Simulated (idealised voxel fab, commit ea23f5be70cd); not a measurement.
The name of this process module is voxel gate over fins.
Square cells of 5 nm make up the cross-section cut, whose width is 250 nm.
Format of a cross-section: grid, square cells. Given as bands. Order: top down. Band: one or more rows of cells.
Band entry format. Leading values: height of top, height of bottom, nm. Remainder: materials in left-to-right order, each with its width in nm. Special words: "everywhere" on a single material, which then fills the band edge to edge; "air", empty space.
Zero point of the height axis is 0; under it, received wafer = one material. Lowest band: continues down indefinitely, "0 down".
So if you see something like "30..40" for the width, read it as the top row of the band sitting at the first number and the bottom row at the second, with every row in between moving by the same amount as the last.
Where the words "nothing was modified" appear for a step, the cross-section shows no cell changed by that step; every cell remained as before.
So "Enclosed empty spaces" is basically the list of trapped voids: any empty space of 8 cells or more that can't reach the top through an opening. They're written width x height at distance, the distance being from the left edge, and it's all nm.
Where a step's line continues beyond its settings, the continuation is a remark by the simulator itself on that step.
"overlay nm" denotes, for a step that has a mask, the displacement of the mask to the right of its planned place, with negative values corresponding to the left.
The process steps that were planned are listed below
1,RECEIVE | material Si
2,CONFORMAL_DEP | material SiN | thk nm 5
3,PATTERN | tone cover | mask id FINS | material resist | width nm 15 | pitch nm 40 | thk nm 15 | overlay nm 0
4,DIRECTIONAL_ETCH | etch materials SiN | depth nm 5
5,DIRECTIONAL_ETCH | etch materials Si | depth nm 35
6,STRIP | etch materials resist
7,FILL_DEP | material SiO2 | thk nm 15
8,CMP | height nm 5
9,SELECTIVE_ETCH | etch materials SiO2 | depth nm 15
10,STRIP | etch materials SiN
11,CONFORMAL_DEP | material HfO2 | thk nm 5
12,CONFORMAL_DEP | material TiN | thk nm 5
13,CONFORMAL_DEP | material TiAl | thk nm 5
14,CONFORMAL_DEP | material TiN | thk nm 5
15,FILL_DEP | material W | thk nm 10
16,CMP | height nm 25
17,CONFORMAL_DEP | material SiN | thk nm 10
As received (post step 1): cross-section
  0 down | Si everywhere
  Enclosed empty spaces: none
Wafer cross-section at module end: first of two, run to plan
  35 to 25 | SiN everywhere
  25 to 20 | W everywhere
  20 to 15 | W 35 | TiN 175 | W 40
  15 to 10 | W 35 | TiN 5 | TiAl 165 | TiN 5 | W 40
  10 to 5 | TiN 40 | TiAl 5 | TiN 35 | TiAl 5 | TiN 35 | TiAl 5 | TiN 35 | TiAl 5 | TiN 35 | TiAl 5 | TiN 45
  5 to 0 | TiAl 45 | TiN 5 | HfO2 25 | TiN 5 | TiAl 5 | TiN 5 | HfO2 25 | TiN 5 | TiAl 5 | TiN 5 | HfO2 25 | TiN 5 | TiAl 5 | TiN 5 | HfO2 25 | TiN 5 | TiAl 50
  0 to -5 | TiN 50 | HfO2 5 | Si 15 | HfO2 5 | TiN 15 | HfO2 5 | Si 15 | HfO2 5 | TiN 15 | HfO2 5 | Si 15 | HfO2 5 | TiN 15 | HfO2 5 | Si 15 | HfO2 5 | TiN 55
  -5 to -10 | HfO2 55 | Si 15 | HfO2 25 | Si 15 | HfO2 25 | Si 15 | HfO2 25 | Si 15 | HfO2 60
  -10 to -35 | SiO2 55 | Si 15 | SiO2 25 | Si 15 | SiO2 25 | Si 15 | SiO2 25 | Si 15 | SiO2 60
  -35 down | Si everywhere
  Enclosed empty spaces: none
Presented here is a cross-section of the second of the two wafers as it stood at the end of the module. It was started in the same manner and assigned the same plan as the first wafer; however, one mistake was made in its execution
  35 to 25 | SiN everywhere
  25 to 20 | W everywhere
  20 to 15 | W 35 | TiN 175 | W 40
  15 to 10 | W 35 | TiN 5 | TiAl 165 | TiN 5 | W 40
  10 to 5 | TiN 40 | TiAl 5 | TiN 35 | TiAl 5 | TiN 35 | TiAl 5 | TiN 35 | TiAl 5 | TiN 35 | TiAl 5 | TiN 45
  5 to 0 | TiAl 45 | TiN 5 | HfO2 25 | TiN 5 | TiAl 5 | TiN 5 | HfO2 25 | TiN 5 | TiAl 5 | TiN 5 | HfO2 25 | TiN 5 | TiAl 5 | TiN 5 | HfO2 25 | TiN 5 | TiAl 50
  0 to -5 | TiN 50 | HfO2 5 | Si 15 | HfO2 5 | TiN 15 | HfO2 5 | Si 15 | HfO2 5 | TiN 15 | HfO2 5 | Si 15 | HfO2 5 | TiN 15 | HfO2 5 | Si 15 | HfO2 5 | TiN 55
  -5 to -10 | HfO2 55 | Si 15 | HfO2 25 | Si 15 | HfO2 25 | Si 15 | HfO2 25 | Si 15 | HfO2 60
  -10 to -70 | SiO2 55 | Si 15 | SiO2 25 | Si 15 | SiO2 25 | Si 15 | SiO2 25 | Si 15 | SiO2 60
  -70 down | Si everywhere
  Enclosed empty spaces: none
The plan and the run diverged here: regarding the plan, step 5 was run twice
Counted in cells at the end, the second wafer holds more or fewer of these materials than the first: -266 Si | +266 SiO2
